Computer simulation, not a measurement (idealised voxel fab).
Process module, titled voxel gate over fins
Shown is cross-section cut, with a width of 215 nm and square cells of size 5 nm.
Cross-section spec: square-cell grid; bands listed top down; each band is one or more rows. The band entry comprises the height of the band's top followed by the height of its bottom, expressed in nm, and subsequently the band's materials from left to right, each stated together with its width in nm. Where a single material is marked with the word "edge to edge", that material fills the band from edge to edge. The word "air" represents empty space. Ref level 0: as-received wafer is one material below here. Bottom band extends down with no lower bound ("top 0, no bottom"). You'd read "30..40" like this: the band's top row of cells is as wide as the first number, its bottom row is as wide as the second, and going down, every row changes width by the same amount as the row before did. Where the words "nothing different" appear for a step, the cross-section shows no cell changed by that step; every cell remained as before. Basically, "Closed voids list" tells you about the enclosed voids: empty spaces with no open way to the top, 8 cells or bigger, each written width x height at distance, where distance is from the left edge, all in nm. If you see something after the settings on a step's line, that's the simulator's own remark about that step. "overlay nm" on a masked step: distance the mask lay right of its planned place, negative for left.

Below is the list of planned process steps:
| 1 | RECEIVE,material Si |
| 2 | CONFORMAL_DEP,material SiN,thk nm 10 |
| 3 | DIRECTIONAL_DEP,material aC,thk nm 10 |
| 4 | PATTERN,tone cover,mask id FINS,material resist,width nm 15,pitch nm 40,thk nm 30,overlay nm 0 |
| 5 | DIRECTIONAL_ETCH,etch materials aC,depth nm 10 |
| 6 | STRIP,etch materials resist |
| 7 | DIRECTIONAL_ETCH,etch materials SiN,depth nm 10 |
| 8 | DIRECTIONAL_ETCH,etch materials Si,depth nm 30 |
| 9 | STRIP,etch materials aC |
| 10 | OXIDIZE,depth nm 5 |
| 11 | FILL_DEP,material SiO2,thk nm 5 |
| 12 | CMP,height nm 10 |
| 13 | SELECTIVE_ETCH,etch materials SiO2,depth nm 20 |
| 14 | STRIP,etch materials SiN |
| 15 | CONFORMAL_DEP,material HfO2,thk nm 5 |
| 16 | CONFORMAL_DEP,material TiN,thk nm 5 |
| 17 | FILL_DEP,material W,thk nm 10 |
| 18 | CMP,height nm 15 |
| 19 | CONFORMAL_DEP,material SiCN,thk nm 5 |

The first of the two wafers, which ran as planned:

Shown in cross-section is the wafer as received, that is, as it stands after step 1:
	top 0, no bottom: Si edge to edge
	Closed voids list: none

Once step 2 is through, the wafer looks like this in cross-section:
	top 10, bottom 0: SiN edge to edge
	Below a height of 0, the structure has not been altered.

Once step 3 is through, the wafer looks like this in cross-section:
	top 20, bottom 10: aC edge to edge
	Below a height of 10, the structure has not been altered.

Once step 4 is through, the wafer looks like this in cross-section:
	top 50, bottom 20: 60 nm air; 15 nm resist; 25 nm air; 15 nm resist; 25 nm air; 15 nm resist; 60 nm air
	Below a height of 20, the structure has not been altered.

Once step 5 is through, the wafer looks like this in cross-section:
	top 40, bottom 20: 60 nm air; 15 nm resist; 25 nm air; 15 nm resist; 25 nm air; 15 nm resist; 60 nm air
	top 20, bottom 10: 60 nm air; 15 nm aC; 25 nm air; 15 nm aC; 25 nm air; 15 nm aC; 60 nm air
	Below a height of 10, the structure has not been altered.

Once step 6 is through, the wafer looks like this in cross-section:
	top 20, bottom 10: 60 nm air; 15 nm aC; 25 nm air; 15 nm aC; 25 nm air; 15 nm aC; 60 nm air
	Below a height of 10, the structure has not been altered.

Once step 7 is through, the wafer looks like this in cross-section:
	top 20, bottom 10: 60 nm air; 15 nm aC; 25 nm air; 15 nm aC; 25 nm air; 15 nm aC; 60 nm air
	top 10, bottom 0: 60 nm air; 15 nm SiN; 25 nm air; 15 nm SiN; 25 nm air; 15 nm SiN; 60 nm air
	Below a height of 0, the structure has not been altered.

Once step 8 is through, the wafer looks like this in cross-section:
	top 20, bottom 10: 60 nm air; 15 nm aC; 25 nm air; 15 nm aC; 25 nm air; 15 nm aC; 60 nm air
	top 10, bottom 0: 60 nm air; 15 nm SiN; 25 nm air; 15 nm SiN; 25 nm air; 15 nm SiN; 60 nm air
	top 0, bottom -30: 60 nm air; 15 nm Si; 25 nm air; 15 nm Si; 25 nm air; 15 nm Si; 60 nm air
	Below a height of -30, the structure has not been altered.

Once step 9 is through, the wafer looks like this in cross-section:
	top 10, bottom 0: 60 nm air; 15 nm SiN; 25 nm air; 15 nm SiN; 25 nm air; 15 nm SiN; 60 nm air
	Below a height of 0, the structure has not been altered.

Once step 10 is through, the wafer looks like this in cross-section:
	top 10, bottom 0: 60 nm air; 15 nm SiN; 25 nm air; 15 nm SiN; 25 nm air; 15 nm SiN; 60 nm air
	top 0, bottom -30: 60 nm air; 5 nm SiO2; 5 nm Si; 5 nm SiO2; 25 nm air; 5 nm SiO2; 5 nm Si; 5 nm SiO2; 25 nm air; 5 nm SiO2; 5 nm Si; 5 nm SiO2; 60 nm air
	top -30, bottom -35: 65 nm SiO2; 5 nm Si; 35 nm SiO2; 5 nm Si; 35 nm SiO2; 5 nm Si; 65 nm SiO2
	Below a height of -35, the structure has not been altered.

Once step 11 is through, the wafer looks like this in cross-section:
	top 15, bottom 10: SiO2 edge to edge
	top 10, bottom 0: 60 nm SiO2; 15 nm SiN; 25 nm SiO2; 15 nm SiN; 25 nm SiO2; 15 nm SiN; 60 nm SiO2
	top 0, bottom -35: 65 nm SiO2; 5 nm Si; 35 nm SiO2; 5 nm Si; 35 nm SiO2; 5 nm Si; 65 nm SiO2
	Below a height of -35, the structure has not been altered.

Once step 12 is through, the wafer looks like this in cross-section:
	top 10, bottom 0: 60 nm SiO2; 15 nm SiN; 25 nm SiO2; 15 nm SiN; 25 nm SiO2; 15 nm SiN; 60 nm SiO2
	Below a height of 0, the structure has not been altered.

Once step 13 is through, the wafer looks like this in cross-section:
	top 10, bottom 0: 60 nm air; 15 nm SiN; 25 nm air; 15 nm SiN; 25 nm air; 15 nm SiN; 60 nm air
	top 0, bottom -10: 65 nm air; 5 nm Si; 35 nm air; 5 nm Si; 35 nm air; 5 nm Si; 65 nm air
	Below a height of -10, the structure has not been altered.

Once step 14 is through, the wafer looks like this in cross-section:
	top 0, bottom -10: 65 nm air; 5 nm Si; 35 nm air; 5 nm Si; 35 nm air; 5 nm Si; 65 nm air
	Below a height of -10, the structure has not been altered.

Once step 15 is through, the wafer looks like this in cross-section:
	top 5, bottom 0: 60 nm air; 15 nm HfO2; 25 nm air; 15 nm HfO2; 25 nm air; 15 nm HfO2; 60 nm air
	top 0, bottom -5: 60 nm air; 5 nm HfO2; 5 nm Si; 5 nm HfO2; 25 nm air; 5 nm HfO2; 5 nm Si; 5 nm HfO2; 25 nm air; 5 nm HfO2; 5 nm Si; 5 nm HfO2; 60 nm air
	top -5, bottom -10: 65 nm HfO2; 5 nm Si; 35 nm HfO2; 5 nm Si; 35 nm HfO2; 5 nm Si; 65 nm HfO2
	Below a height of -10, the structure has not been altered.

Once step 16 is through, the wafer looks like this in cross-section:
	top 10, bottom 5: 55 nm air; 25 nm TiN; 15 nm air; 25 nm TiN; 15 nm air; 25 nm TiN; 55 nm air
	top 5, bottom 0: 55 nm air; 5 nm TiN; 15 nm HfO2; 5 nm TiN; 15 nm air; 5 nm TiN; 15 nm HfO2; 5 nm TiN; 15 nm air; 5 nm TiN; 15 nm HfO2; 5 nm TiN; 55 nm air
	top 0, bottom -5: 60 nm TiN; 5 nm HfO2; 5 nm Si; 5 nm HfO2; 25 nm TiN; 5 nm HfO2; 5 nm Si; 5 nm HfO2; 25 nm TiN; 5 nm HfO2; 5 nm Si; 5 nm HfO2; 60 nm TiN
	Below a height of -5, the structure has not been altered.

Once step 17 is through, the wafer looks like this in cross-section:
	top 20, bottom 10: W edge to edge
	top 10, bottom 5: 55 nm W; 25 nm TiN; 15 nm W; 25 nm TiN; 15 nm W; 25 nm TiN; 55 nm W
	top 5, bottom 0: 55 nm W; 5 nm TiN; 15 nm HfO2; 5 nm TiN; 15 nm W; 5 nm TiN; 15 nm HfO2; 5 nm TiN; 15 nm W; 5 nm TiN; 15 nm HfO2; 5 nm TiN; 55 nm W
	Below a height of 0, the structure has not been altered.

Once step 18 is through, the wafer looks like this in cross-section:
	top 15, bottom 10: W edge to edge
	Below a height of 10, the structure has not been altered.

Once step 19 is through, the wafer looks like this in cross-section:
	top 20, bottom 15: SiCN edge to edge
	Below a height of 15, the structure has not been altered.

Companion wafer, the second of two: same beginning, same intended sequence, one mistake in carrying it out; through step 3 inclusive it tracks the first exactly:

Second wafer, section view, time point: scheduled end of step 4:
	top 50, bottom 20: 60 nm resist; 15 nm air; 25 nm resist; 15 nm air; 25 nm resist; 15 nm air; 60 nm resist
	Below a height of 20, the structure has not been altered.

Second wafer, section view, time point: scheduled end of step 5:
	top 40, bottom 20: 60 nm resist; 15 nm air; 25 nm resist; 15 nm air; 25 nm resist; 15 nm air; 60 nm resist
	top 20, bottom 10: 60 nm aC; 15 nm air; 25 nm aC; 15 nm air; 25 nm aC; 15 nm air; 60 nm aC
	Below a height of 10, the structure has not been altered.

Second wafer, section view, time point: scheduled end of step 6:
	top 20, bottom 10: 60 nm aC; 15 nm air; 25 nm aC; 15 nm air; 25 nm aC; 15 nm air; 60 nm aC
	Below a height of 10, the structure has not been altered.

Second wafer, section view, time point: scheduled end of step 7:
	top 20, bottom 10: 60 nm aC; 15 nm air; 25 nm aC; 15 nm air; 25 nm aC; 15 nm air; 60 nm aC
	top 10, bottom 0: 60 nm SiN; 15 nm air; 25 nm SiN; 15 nm air; 25 nm SiN; 15 nm air; 60 nm SiN
	Below a height of 0, the structure has not been altered.

Second wafer, section view, time point: scheduled end of step 8:
	top 20, bottom 10: 60 nm aC; 15 nm air; 25 nm aC; 15 nm air; 25 nm aC; 15 nm air; 60 nm aC
	top 10, bottom 0: 60 nm SiN; 15 nm air; 25 nm SiN; 15 nm air; 25 nm SiN; 15 nm air; 60 nm SiN
	top 0, bottom -30: 60 nm Si; 15 nm air; 25 nm Si; 15 nm air; 25 nm Si; 15 nm air; 60 nm Si
	Below a height of -30, the structure has not been altered.

Second wafer, section view, time point: scheduled end of step 9:
	top 10, bottom 0: 60 nm SiN; 15 nm air; 25 nm SiN; 15 nm air; 25 nm SiN; 15 nm air; 60 nm SiN
	Below a height of 0, the structure has not been altered.

Second wafer, section view, time point: scheduled end of step 10:
	top 10, bottom 0: 60 nm SiN; 15 nm air; 25 nm SiN; 15 nm air; 25 nm SiN; 15 nm air; 60 nm SiN
	top 0, bottom -30: 55 nm Si; 5 nm SiO2; 15 nm air; 5 nm SiO2; 15 nm Si; 5 nm SiO2; 15 nm air; 5 nm SiO2; 15 nm Si; 5 nm SiO2; 15 nm air; 5 nm SiO2; 55 nm Si
	top -30, bottom -35: 55 nm Si; 25 nm SiO2; 15 nm Si; 25 nm SiO2; 15 nm Si; 25 nm SiO2; 55 nm Si
	Below a height of -35, the structure has not been altered.

Second wafer, section view, time point: scheduled end of step 11:
	top 15, bottom 10: SiO2 edge to edge
	top 10, bottom 0: 60 nm SiN; 15 nm SiO2; 25 nm SiN; 15 nm SiO2; 25 nm SiN; 15 nm SiO2; 60 nm SiN
	top 0, bottom -35: 55 nm Si; 25 nm SiO2; 15 nm Si; 25 nm SiO2; 15 nm Si; 25 nm SiO2; 55 nm Si
	Below a height of -35, the structure has not been altered.

Second wafer, section view, time point: scheduled end of step 12:
	top 10, bottom 0: 60 nm SiN; 15 nm SiO2; 25 nm SiN; 15 nm SiO2; 25 nm SiN; 15 nm SiO2; 60 nm SiN
	Below a height of 0, the structure has not been altered.

Second wafer, section view, time point: scheduled end of step 13:
	top 10, bottom 0: 60 nm SiN; 15 nm air; 25 nm SiN; 15 nm air; 25 nm SiN; 15 nm air; 60 nm SiN
	top 0, bottom -10: 55 nm Si; 25 nm air; 15 nm Si; 25 nm air; 15 nm Si; 25 nm air; 55 nm Si
	Below a height of -10, the structure has not been altered.

Second wafer, section view, time point: scheduled end of step 14:
	top 0, bottom -10: 55 nm Si; 25 nm air; 15 nm Si; 25 nm air; 15 nm Si; 25 nm air; 55 nm Si
	Below a height of -10, the structure has not been altered.

Second wafer, section view, time point: scheduled end of step 15:
	top 5, bottom 0: 60 nm HfO2; 15 nm air; 25 nm HfO2; 15 nm air; 25 nm HfO2; 15 nm air; 60 nm HfO2
	top 0, bottom -5: 55 nm Si; 5 nm HfO2; 15 nm air; 5 nm HfO2; 15 nm Si; 5 nm HfO2; 15 nm air; 5 nm HfO2; 15 nm Si; 5 nm HfO2; 15 nm air; 5 nm HfO2; 55 nm Si
	top -5, bottom -10: 55 nm Si; 25 nm HfO2; 15 nm Si; 25 nm HfO2; 15 nm Si; 25 nm HfO2; 55 nm Si
	Below a height of -10, the structure has not been altered.

Second wafer, section view, time point: scheduled end of step 16:
	top 10, bottom 5: 65 nm TiN; 5 nm air; 35 nm TiN; 5 nm air; 35 nm TiN; 5 nm air; 65 nm TiN
	top 5, bottom 0: 60 nm HfO2; 5 nm TiN; 5 nm air; 5 nm TiN; 25 nm HfO2; 5 nm TiN; 5 nm air; 5 nm TiN; 25 nm HfO2; 5 nm TiN; 5 nm air; 5 nm TiN; 60 nm HfO2
	top 0, bottom -5: 55 nm Si; 5 nm HfO2; 15 nm TiN; 5 nm HfO2; 15 nm Si; 5 nm HfO2; 15 nm TiN; 5 nm HfO2; 15 nm Si; 5 nm HfO2; 15 nm TiN; 5 nm HfO2; 55 nm Si
	Below a height of -5, the structure has not been altered.

Second wafer, section view, time point: scheduled end of step 17:
	top 20, bottom 10: W edge to edge
	top 10, bottom 5: 65 nm TiN; 5 nm W; 35 nm TiN; 5 nm W; 35 nm TiN; 5 nm W; 65 nm TiN
	top 5, bottom 0: 60 nm HfO2; 5 nm TiN; 5 nm W; 5 nm TiN; 25 nm HfO2; 5 nm TiN; 5 nm W; 5 nm TiN; 25 nm HfO2; 5 nm TiN; 5 nm W; 5 nm TiN; 60 nm HfO2
	Below a height of 0, the structure has not been altered.

Second wafer, section view, time point: scheduled end of step 18:
	top 15, bottom 10: W edge to edge
	Below a height of 10, the structure has not been altered.

Second wafer, section view, time point: scheduled end of step 19:
	top 20, bottom 15: SiCN edge to edge
	Below a height of 15, the structure has not been altered.
Plan not followed: contrary to plan, step 4 was performed as PATTERN,tone open,mask id FINS,material resist,width nm 15,pitch nm 40,thk nm 30,overlay nm 0
Final wafer comparison in cells, second versus first, more or fewer per material: Si: 175 more | SiO2: 125 fewer | W: 50 fewer
